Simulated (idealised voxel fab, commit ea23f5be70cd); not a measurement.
Process module, titled voxel air gaps
cross-section cut | 225 nm wide | cells 5 nm
Cross-section, as written here: a square-cell grid given band by band from the top down, where a band holds one or more rows of cells.
Each band's line starts with the height of the band's top and of its bottom, in nm. Then come its materials from left to right, each with its width in nm. One material with "edge to edge" fills the band from edge to edge. "empty" is empty space.
A quick word on heights: they are counted from 0, and under that level the wafer as it came to us is one material throughout. The lowest band is different from the rest in having no bottom; it simply continues downward, written as in "0 and below".
With a width like "30 to 40", each row of cells in the band differs from the next by the same amount, the top row carrying the first number and the bottom row the second.
Step note "no change" = no cross-section cell changed.
Entry "Fully enclosed voids". Content: empty spaces with no open connection to the top, size 8 cells or greater. Each: width x height at distance. Distance: from left edge. Unit: nm.
Note: text after step settings on the step line = simulator remark on that step.
overlay nm: how far to the right of its planned place the mask lay on this masked step (negative: to the left).

Below is the list of planned process steps
- 1: RECEIVE with material Si
- 2: CONFORMAL_DEP with material SiO2, thk nm 10
- 3: CONFORMAL_DEP with material SiCN, thk nm 5
- 4: DIRECTIONAL_DEP with material SiO2, thk nm 40
- 5: PATTERN with tone open, mask id LINES, material resist, width nm 20, pitch nm 45, thk nm 15, overlay nm 0
- 6: DIRECTIONAL_ETCH with etch materials SiO2, depth nm 40
- 7: STRIP with etch materials resist
- 8: CONFORMAL_DEP with material TiN, thk nm 5
- 9: FILL_DEP with material W, thk nm 10
- 10: CMP with height nm 55
- 11: EPI with material Ru, thk nm 10
- 12: SELECTIVE_ETCH with etch materials SiO2, depth nm 50
- 13: CONFORMAL_DEP with material SiCN, thk nm 5

First wafer out of two, processed as planned

Shown in cross-section is the wafer as received, that is, as it stands after step 1
  0 and below = Si edge to edge
  Fully enclosed voids: none

Cross-section: wafer state after step 2
  10 down to 0 = SiO2 edge to edge
  All layers under 0 are left as they were.

Cross-section: wafer state after step 3
  15 down to 10 = SiCN edge to edge
  All layers under 10 are left as they were.

Cross-section: wafer state after step 4
  55 down to 15 = SiO2 edge to edge
  All layers under 15 are left as they were.

Cross-section: wafer state after step 5
  70 down to 55 = resist=55  empty=20  resist=25  empty=20  resist=25  empty=20  resist=60
  All layers under 55 are left as they were.

Cross-section: wafer state after step 6
  70 down to 55 = resist=55  empty=20  resist=25  empty=20  resist=25  empty=20  resist=60
  55 down to 15 = SiO2=55  empty=20  SiO2=25  empty=20  SiO2=25  empty=20  SiO2=60
  All layers under 15 are left as they were.

Cross-section: wafer state after step 7
  55 down to 15 = SiO2=55  empty=20  SiO2=25  empty=20  SiO2=25  empty=20  SiO2=60
  All layers under 15 are left as they were.

Cross-section: wafer state after step 8
  60 down to 55 = TiN=60  empty=10  TiN=35  empty=10  TiN=35  empty=10  TiN=65
  55 down to 20 = SiO2=55  TiN=5  empty=10  TiN=5  SiO2=25  TiN=5  empty=10  TiN=5  SiO2=25  TiN=5  empty=10  TiN=5  SiO2=60
  20 down to 15 = SiO2=55  TiN=20  SiO2=25  TiN=20  SiO2=25  TiN=20  SiO2=60
  All layers under 15 are left as they were.

Cross-section: wafer state after step 9
  70 down to 60 = W edge to edge
  60 down to 55 = TiN=60  W=10  TiN=35  W=10  TiN=35  W=10  TiN=65
  55 down to 20 = SiO2=55  TiN=5  W=10  TiN=5  SiO2=25  TiN=5  W=10  TiN=5  SiO2=25  TiN=5  W=10  TiN=5  SiO2=60
  All layers under 20 are left as they were.

Cross-section: wafer state after step 10
  55 down to 20 = SiO2=55  TiN=5  W=10  TiN=5  SiO2=25  TiN=5  W=10  TiN=5  SiO2=25  TiN=5  W=10  TiN=5  SiO2=60
  All layers under 20 are left as they were.

Cross-section: wafer state after step 11
  65 down to 55 = empty=45  Ru=40  empty=5  Ru=40  empty=5  Ru=40  empty=50
  All layers under 55 are left as they were.

Cross-section: wafer state after step 12
  65 down to 55 = empty=45  Ru=40  empty=5  Ru=40  empty=5  Ru=40  empty=50
  55 down to 20 = empty=55  TiN=5  W=10  TiN=5  empty=25  TiN=5  W=10  TiN=5  empty=25  TiN=5  W=10  TiN=5  empty=60
  20 down to 15 = empty=55  TiN=20  empty=25  TiN=20  empty=25  TiN=20  empty=60
  All layers under 15 are left as they were.

Cross-section: wafer state after step 13
  70 down to 65 = empty=40  SiCN=140  empty=45
  65 down to 55 = empty=40  SiCN=5  Ru=40  SiCN=5  Ru=40  SiCN=5  Ru=40  SiCN=5  empty=45
  55 down to 50 = empty=40  SiCN=15  TiN=5  W=10  TiN=5  SiCN=25  TiN=5  W=10  TiN=5  SiCN=25  TiN=5  W=10  TiN=5  SiCN=15  empty=45
  50 down to 20 = empty=50  SiCN=5  TiN=5  W=10  TiN=5  SiCN=5  empty=15  SiCN=5  TiN=5  W=10  TiN=5  SiCN=5  empty=15  SiCN=5  TiN=5  W=10  TiN=5  SiCN=5  empty=55
  20 down to 15 = SiCN=55  TiN=20  SiCN=25  TiN=20  SiCN=25  TiN=20  SiCN=60
  All layers under 15 are left as they were.
  Fully enclosed voids: 15 x 30 at 80; 15 x 30 at 125

second wafer: like start, like plan, one mistake. Through step 4 it matches the first wafer

Cross-section of the second wafer corresponding to the planned conclusion of step 5
  70 down to 55 = resist=50  empty=30  resist=15  empty=30  resist=15  empty=30  resist=55
  All layers under 55 are left as they were.

Cross-section of the second wafer corresponding to the planned conclusion of step 6
  70 down to 55 = resist=50  empty=30  resist=15  empty=30  resist=15  empty=30  resist=55
  55 down to 15 = SiO2=50  empty=30  SiO2=15  empty=30  SiO2=15  empty=30  SiO2=55
  All layers under 15 are left as they were.

Cross-section of the second wafer corresponding to the planned conclusion of step 7
  55 down to 15 = SiO2=50  empty=30  SiO2=15  empty=30  SiO2=15  empty=30  SiO2=55
  All layers under 15 are left as they were.

Cross-section of the second wafer corresponding to the planned conclusion of step 8
  60 down to 55 = TiN=55  empty=20  TiN=25  empty=20  TiN=25  empty=20  TiN=60
  55 down to 20 = SiO2=50  TiN=5  empty=20  TiN=5  SiO2=15  TiN=5  empty=20  TiN=5  SiO2=15  TiN=5  empty=20  TiN=5  SiO2=55
  20 down to 15 = SiO2=50  TiN=30  SiO2=15  TiN=30  SiO2=15  TiN=30  SiO2=55
  All layers under 15 are left as they were.

Cross-section of the second wafer corresponding to the planned conclusion of step 9
  70 down to 60 = W edge to edge
  60 down to 55 = TiN=55  W=20  TiN=25  W=20  TiN=25  W=20  TiN=60
  55 down to 20 = SiO2=50  TiN=5  W=20  TiN=5  SiO2=15  TiN=5  W=20  TiN=5  SiO2=15  TiN=5  W=20  TiN=5  SiO2=55
  All layers under 20 are left as they were.

Cross-section of the second wafer corresponding to the planned conclusion of step 10
  55 down to 20 = SiO2=50  TiN=5  W=20  TiN=5  SiO2=15  TiN=5  W=20  TiN=5  SiO2=15  TiN=5  W=20  TiN=5  SiO2=55
  All layers under 20 are left as they were.

Cross-section of the second wafer corresponding to the planned conclusion of step 11
  65 down to 55 = empty=40  Ru=140  empty=45
  All layers under 55 are left as they were.

Cross-section of the second wafer corresponding to the planned conclusion of step 12
  65 down to 55 = empty=40  Ru=140  empty=45
  55 down to 20 = empty=50  TiN=5  W=20  TiN=5  SiO2=15  TiN=5  W=20  TiN=5  SiO2=15  TiN=5  W=20  TiN=5  empty=55
  20 down to 15 = empty=50  TiN=30  SiO2=15  TiN=30  SiO2=15  TiN=30  empty=55
  All layers under 15 are left as they were.

Cross-section of the second wafer corresponding to the planned conclusion of step 13
  70 down to 65 = empty=35  SiCN=150  empty=40
  65 down to 55 = empty=35  SiCN=5  Ru=140  SiCN=5  empty=40
  55 down to 50 = empty=35  SiCN=15  TiN=5  W=20  TiN=5  SiO2=15  TiN=5  W=20  TiN=5  SiO2=15  TiN=5  W=20  TiN=5  SiCN=15  empty=40
  50 down to 20 = empty=45  SiCN=5  TiN=5  W=20  TiN=5  SiO2=15  TiN=5  W=20  TiN=5  SiO2=15  TiN=5  W=20  TiN=5  SiCN=5  empty=50
  20 down to 15 = SiCN=50  TiN=30  SiO2=15  TiN=30  SiO2=15  TiN=30  SiCN=55
  All layers under 15 are left as they were.
Which mistake was made when the wafer was run? step 5, actual vs plan mismatch, actual run PATTERN with tone open, mask id LINES, material resist, width nm 30, pitch nm 45, thk nm 15, overlay nm 0
Wrapping up, a cell-based count of both wafers puts the second over or under the first for these materials: +8 Ru | -48 SiCN | +48 SiO2 | +6 TiN | +42 W
End state: 2 closed voids on the first wafer, 0 on the second.
